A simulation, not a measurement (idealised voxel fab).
Name of the process module below: voxel gate over fins
Section shown: cut. Width: 215 nm. Cell size: 5 nm, square.
If you're reading a cross-section in this doc, picture square cells in a grid; it comes to you as bands, top ones listed first down to the bottom, and a band can be one or more rows of cells. The entry gives the band's vertical extent as a top height and a bottom height in nm, then its horizontal make-up as materials from left to right, each with a width in nm. "blank" stands for empty space; a single material marked "all across" fills the band edge to edge. We count height from 0. Below that, the starting wafer is all one material. The lowest band never ends at the bottom but goes on down; see "0..down" for how that is written. Quick explanation for "30..40": the width changes in equal steps down the rows of cells, from the first number in the band's top row to the second number in its bottom row. Where a step carries "no change", the cross-section came out of it unchanged, cell for cell. "Sealed void listing" means: voids of 8 cells or more that are shut off from the top with no open way through. Written width x height at distance, distance from the left edge, in nm. On a step's line, text after the settings is the simulator commenting on that step. The setting "overlay nm" may be written on the line of a step. When the step uses a mask, the value reports how far to the right of the planned place the mask lay, and a negative value reports that it lay to the left.
Process steps (planned):
- 1: RECEIVE: material Si
- 2: CONFORMAL_DEP: material SiN, thk nm 10
- 3: DIRECTIONAL_DEP: material aC, thk nm 10
- 4: PATTERN: tone cover, mask id FINS, material resist, width nm 15, pitch nm 45, thk nm 25, overlay nm 0
- 5: DIRECTIONAL_ETCH: etch materials aC, depth nm 10
- 6: STRIP: etch materials resist
- 7: DIRECTIONAL_ETCH: etch materials SiN, depth nm 10
- 8: DIRECTIONAL_ETCH: etch materials Si, depth nm 35
- 9: STRIP: etch materials aC
- 10: FILL_DEP: material SiO2, thk nm 15
- 11: CMP: height nm 10
- 12: SELECTIVE_ETCH: etch materials SiO2, depth nm 25
- 13: STRIP: etch materials SiN
- 14: CONFORMAL_DEP: material HfO2, thk nm 5
- 15: CONFORMAL_DEP: material TiN, thk nm 5
- 16: FILL_DEP: material W, thk nm 10
- 17: CMP: height nm 15
- 18: CONFORMAL_DEP: material SiCN, thk nm 10
First of two wafers, with the run carried out as planned:
Incoming wafer, cross-sectional view, post step 1:
	0..down | Si all across
	Sealed void listing: none
The wafer in cross-section once step 2 is complete:
	10..0 | SiN all across
	Rest of section, below 0: as before.
The wafer in cross-section once step 3 is complete:
	20..10 | aC all across
	Rest of section, below 10: as before.
The wafer in cross-section once step 4 is complete:
	45..20 | blank=55, then resist=15, then blank=30, then resist=15, then blank=30, then resist=15, then blank=55
	Rest of section, below 20: as before.
The wafer in cross-section once step 5 is complete:
	35..20 | blank=55, then resist=15, then blank=30, then resist=15, then blank=30, then resist=15, then blank=55
	20..10 | blank=55, then aC=15, then blank=30, then aC=15, then blank=30, then aC=15, then blank=55
	Rest of section, below 10: as before.
The wafer in cross-section once step 6 is complete:
	20..10 | blank=55, then aC=15, then blank=30, then aC=15, then blank=30, then aC=15, then blank=55
	Rest of section, below 10: as before.
The wafer in cross-section once step 7 is complete:
	20..10 | blank=55, then aC=15, then blank=30, then aC=15, then blank=30, then aC=15, then blank=55
	10..0 | blank=55, then SiN=15, then blank=30, then SiN=15, then blank=30, then SiN=15, then blank=55
	Rest of section, below 0: as before.
The wafer in cross-section once step 8 is complete:
	20..10 | blank=55, then aC=15, then blank=30, then aC=15, then blank=30, then aC=15, then blank=55
	10..0 | blank=55, then SiN=15, then blank=30, then SiN=15, then blank=30, then SiN=15, then blank=55
	0..-35 | blank=55, then Si=15, then blank=30, then Si=15, then blank=30, then Si=15, then blank=55
	Rest of section, below -35: as before.
The wafer in cross-section once step 9 is complete:
	10..0 | blank=55, then SiN=15, then blank=30, then SiN=15, then blank=30, then SiN=15, then blank=55
	Rest of section, below 0: as before.
The wafer in cross-section once step 10 is complete:
	25..10 | SiO2 all across
	10..0 | SiO2=55, then SiN=15, then SiO2=30, then SiN=15, then SiO2=30, then SiN=15, then SiO2=55
	0..-35 | SiO2=55, then Si=15, then SiO2=30, then Si=15, then SiO2=30, then Si=15, then SiO2=55
	Rest of section, below -35: as before.
The wafer in cross-section once step 11 is complete:
	10..0 | SiO2=55, then SiN=15, then SiO2=30, then SiN=15, then SiO2=30, then SiN=15, then SiO2=55
	Rest of section, below 0: as before.
The wafer in cross-section once step 12 is complete:
	10..0 | blank=55, then SiN=15, then blank=30, then SiN=15, then blank=30, then SiN=15, then blank=55
	0..-15 | blank=55, then Si=15, then blank=30, then Si=15, then blank=30, then Si=15, then blank=55
	Rest of section, below -15: as before.
The wafer in cross-section once step 13 is complete:
	0..-15 | blank=55, then Si=15, then blank=30, then Si=15, then blank=30, then Si=15, then blank=55
	Rest of section, below -15: as before.
The wafer in cross-section once step 14 is complete:
	5..0 | blank=50, then HfO2=25, then blank=20, then HfO2=25, then blank=20, then HfO2=25, then blank=50
	0..-10 | blank=50, then HfO2=5, then Si=15, then HfO2=5, then blank=20, then HfO2=5, then Si=15, then HfO2=5, then blank=20, then HfO2=5, then Si=15, then HfO2=5, then blank=50
	-10..-15 | HfO2=55, then Si=15, then HfO2=30, then Si=15, then HfO2=30, then Si=15, then HfO2=55
	Rest of section, below -15: as before.
The wafer in cross-section once step 15 is complete:
	10..5 | blank=45, then TiN=35, then blank=10, then TiN=35, then blank=10, then TiN=35, then blank=45
	5..0 | blank=45, then TiN=5, then HfO2=25, then TiN=5, then blank=10, then TiN=5, then HfO2=25, then TiN=5, then blank=10, then TiN=5, then HfO2=25, then TiN=5, then blank=45
	0..-5 | blank=45, then TiN=5, then HfO2=5, then Si=15, then HfO2=5, then TiN=5, then blank=10, then TiN=5, then HfO2=5, then Si=15, then HfO2=5, then TiN=5, then blank=10, then TiN=5, then HfO2=5, then Si=15, then HfO2=5, then TiN=5, then blank=45
	-5..-10 | TiN=50, then HfO2=5, then Si=15, then HfO2=5, then TiN=20, then HfO2=5, then Si=15, then HfO2=5, then TiN=20, then HfO2=5, then Si=15, then HfO2=5, then TiN=50
	Rest of section, below -10: as before.
The wafer in cross-section once step 16 is complete:
	20..10 | W all across
	10..5 | W=45, then TiN=35, then W=10, then TiN=35, then W=10, then TiN=35, then W=45
	5..0 | W=45, then TiN=5, then HfO2=25, then TiN=5, then W=10, then TiN=5, then HfO2=25, then TiN=5, then W=10, then TiN=5, then HfO2=25, then TiN=5, then W=45
	0..-5 | W=45, then TiN=5, then HfO2=5, then Si=15, then HfO2=5, then TiN=5, then W=10, then TiN=5, then HfO2=5, then Si=15, then HfO2=5, then TiN=5, then W=10, then TiN=5, then HfO2=5, then Si=15, then HfO2=5, then TiN=5, then W=45
	Rest of section, below -5: as before.
The wafer in cross-section once step 17 is complete:
	15..10 | W all across
	Rest of section, below 10: as before.
The wafer in cross-section once step 18 is complete:
	25..15 | SiCN all across
	Rest of section, below 15: as before.
Wafer two of the pair: same origin, same plan, one error during the run; identical to wafer one up to and including step 7:
Cross-sectional view of the second wafer at the intended end time of process step 8:
	20..10 | blank=55, then aC=15, then blank=30, then aC=15, then blank=30, then aC=15, then blank=55
	10..0 | blank=55, then SiN=15, then blank=30, then SiN=15, then blank=30, then SiN=15, then blank=55
	0..-25 | blank=55, then Si=15, then blank=30, then Si=15, then blank=30, then Si=15, then blank=55
	Rest of section, below -25: as before.
Cross-sectional view of the second wafer at the intended end time of process step 9:
	10..0 | blank=55, then SiN=15, then blank=30, then SiN=15, then blank=30, then SiN=15, then blank=55
	Rest of section, below 0: as before.
Cross-sectional view of the second wafer at the intended end time of process step 10:
	25..10 | SiO2 all across
	10..0 | SiO2=55, then SiN=15, then SiO2=30, then SiN=15, then SiO2=30, then SiN=15, then SiO2=55
	0..-25 | SiO2=55, then Si=15, then SiO2=30, then Si=15, then SiO2=30, then Si=15, then SiO2=55
	Rest of section, below -25: as before.
Cross-sectional view of the second wafer at the intended end time of process step 11:
	10..0 | SiO2=55, then SiN=15, then SiO2=30, then SiN=15, then SiO2=30, then SiN=15, then SiO2=55
	Rest of section, below 0: as before.
Cross-sectional view of the second wafer at the intended end time of process step 12:
	10..0 | blank=55, then SiN=15, then blank=30, then SiN=15, then blank=30, then SiN=15, then blank=55
	0..-15 | blank=55, then Si=15, then blank=30, then Si=15, then blank=30, then Si=15, then blank=55
	Rest of section, below -15: as before.
Cross-sectional view of the second wafer at the intended end time of process step 13:
	0..-15 | blank=55, then Si=15, then blank=30, then Si=15, then blank=30, then Si=15, then blank=55
	Rest of section, below -15: as before.
Cross-sectional view of the second wafer at the intended end time of process step 14:
	5..0 | blank=50, then HfO2=25, then blank=20, then HfO2=25, then blank=20, then HfO2=25, then blank=50
	0..-10 | blank=50, then HfO2=5, then Si=15, then HfO2=5, then blank=20, then HfO2=5, then Si=15, then HfO2=5, then blank=20, then HfO2=5, then Si=15, then HfO2=5, then blank=50
	-10..-15 | HfO2=55, then Si=15, then HfO2=30, then Si=15, then HfO2=30, then Si=15, then HfO2=55
	Rest of section, below -15: as before.
Cross-sectional view of the second wafer at the intended end time of process step 15:
	10..5 | blank=45, then TiN=35, then blank=10, then TiN=35, then blank=10, then TiN=35, then blank=45
	5..0 | blank=45, then TiN=5, then HfO2=25, then TiN=5, then blank=10, then TiN=5, then HfO2=25, then TiN=5, then blank=10, then TiN=5, then HfO2=25, then TiN=5, then blank=45
	0..-5 | blank=45, then TiN=5, then HfO2=5, then Si=15, then HfO2=5, then TiN=5, then blank=10, then TiN=5, then HfO2=5, then Si=15, then HfO2=5, then TiN=5, then blank=10, then TiN=5, then HfO2=5, then Si=15, then HfO2=5, then TiN=5, then blank=45
	-5..-10 | TiN=50, then HfO2=5, then Si=15, then HfO2=5, then TiN=20, then HfO2=5, then Si=15, then HfO2=5, then TiN=20, then HfO2=5, then Si=15, then HfO2=5, then TiN=50
	Rest of section, below -10: as before.
Cross-sectional view of the second wafer at the intended end time of process step 16:
	20..10 | W all across
	10..5 | W=45, then TiN=35, then W=10, then TiN=35, then W=10, then TiN=35, then W=45
	5..0 | W=45, then TiN=5, then HfO2=25, then TiN=5, then W=10, then TiN=5, then HfO2=25, then TiN=5, then W=10, then TiN=5, then HfO2=25, then TiN=5, then W=45
	0..-5 | W=45, then TiN=5, then HfO2=5, then Si=15, then HfO2=5, then TiN=5, then W=10, then TiN=5, then HfO2=5, then Si=15, then HfO2=5, then TiN=5, then W=10, then TiN=5, then HfO2=5, then Si=15, then HfO2=5, then TiN=5, then W=45
	Rest of section, below -5: as before.
Cross-sectional view of the second wafer at the intended end time of process step 17:
	15..10 | W all across
	Rest of section, below 10: as before.
Cross-sectional view of the second wafer at the intended end time of process step 18:
	25..15 | SiCN all across
	Rest of section, below 15: as before.
Finding, execution versus plan: it should be noted that step 8 was executed with settings other than those planned, the operation and settings actually applied being DIRECTIONAL_ETCH: etch materials Si, depth nm 25
FYI, end of process, the second wafer has more or fewer cells of some materials than the first: 68 more of Si, 68 fewer of SiO2
